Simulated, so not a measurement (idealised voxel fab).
process module | voxel released beams
Section cut is 275 nm wide and gridded with 5 nm square cells.
A cross-section is written here as square cells arranged in a grid, and it is given in bands from the top down, each band taking up one or more rows of cells. This entry defines a band. It first specifies the height of the band's top and the height of its bottom in nm, and then specifies the band's materials from left to right, stating each material with its width in nm. The word "edge to edge" identifies a single material that fills the band from edge to edge, while the word "air" identifies empty space. Zero point of the height axis is 0; under it, received wafer = one material. Lowest band: continues down indefinitely, "from 0 down". Note: "30 to 40" means the width goes from the first number (top row of the band) to the second number (bottom row) in equal steps per row of cells. Take "remains unaltered" at face value: in the step it is given for, the cross-section changed in none of its cells. Closed-off voids of 8+ cells (no open route to the top) go in "Catalogued sealed voids", written width x height at distance from the left edge, in nm. It should be noted that, on the line of a given step, the content following the step's settings is a remark produced by the simulator itself with respect to that step. On any step carrying a mask, the "overlay nm" setting, if present on the step's line, tells how far right of its planned place the mask lay; negative values point to the left.

The planned process steps are enumerated hereunder:
1,RECEIVE | material Si
2,CONFORMAL_DEP | material Al2O3 | thk nm 5
3,DIRECTIONAL_DEP | material SiO2 | thk nm 10
4,DIRECTIONAL_DEP | material aC | thk nm 15
5,PATTERN | tone open | mask id ANCHOR | material resist | width nm 35 | thk nm 35 | overlay nm 0
6,DIRECTIONAL_ETCH | etch materials aC | depth nm 15
7,STRIP | etch materials resist
8,DIRECTIONAL_ETCH | etch materials SiO2 | depth nm 10
9,STRIP | etch materials aC
10,CONFORMAL_DEP | material polySi | thk nm 15
11,PATTERN | tone cover | mask id BEAM | material resist | width nm 95 | thk nm 20 | overlay nm 0
12,DIRECTIONAL_ETCH | etch materials polySi | depth nm 15
13,STRIP | etch materials resist
14,STRIP | etch materials SiO2
Quick note for whoever runs this: the wafers start identical, but the width nm at step 5 isn't the same across them. The plan just shows what the first wafer had.

Cut through the first of several wafers as received, post step 1:
	from 0 down = Si edge to edge
	Catalogued sealed voids: none

Shown in cross-section: the first of several wafers at the end of the module, after its last step, step 14:
	from 30 to 20 = 85 nm air, then 25 nm polySi, then 5 nm air, then 65 nm polySi, then 95 nm air
	from 20 to 15 = 85 nm air, then 95 nm polySi, then 95 nm air
	from 15 to 5 = 95 nm air, then 35 nm polySi, then 145 nm air
	from 5 to 0 = Al2O3 edge to edge
	from 0 down = Si edge to edge
	Catalogued sealed voids: none

Of the several wafers, the last: cross-section at the end of the module:
	from 30 to 20 = 85 nm air, then 15 nm polySi, then 30 nm air, then 50 nm polySi, then 95 nm air
	from 20 to 15 = 85 nm air, then 95 nm polySi, then 95 nm air
	from 15 to 5 = 85 nm air, then 60 nm polySi, then 130 nm air
	from 5 to 0 = Al2O3 edge to edge
	from 0 down = Si edge to edge
	Catalogued sealed voids: none

Basically each wafer gets a line in the table, showing it at the end of the module: material by material, the cells it gained (+) or lost (-) since we got it, then its closed voids:
width nm 35; +55 Al2O3; +69 polySi; Catalogued sealed voids: none
width nm 40; +55 Al2O3; +69 polySi; Catalogued sealed voids: none
width nm 45; +55 Al2O3; +69 polySi; Catalogued sealed voids: none
width nm 50; +55 Al2O3; +69 polySi; Catalogued sealed voids: none
width nm 55; +55 Al2O3; +69 polySi; Catalogued sealed voids: none
width nm 60; +55 Al2O3; +69 polySi; Catalogued sealed voids: none
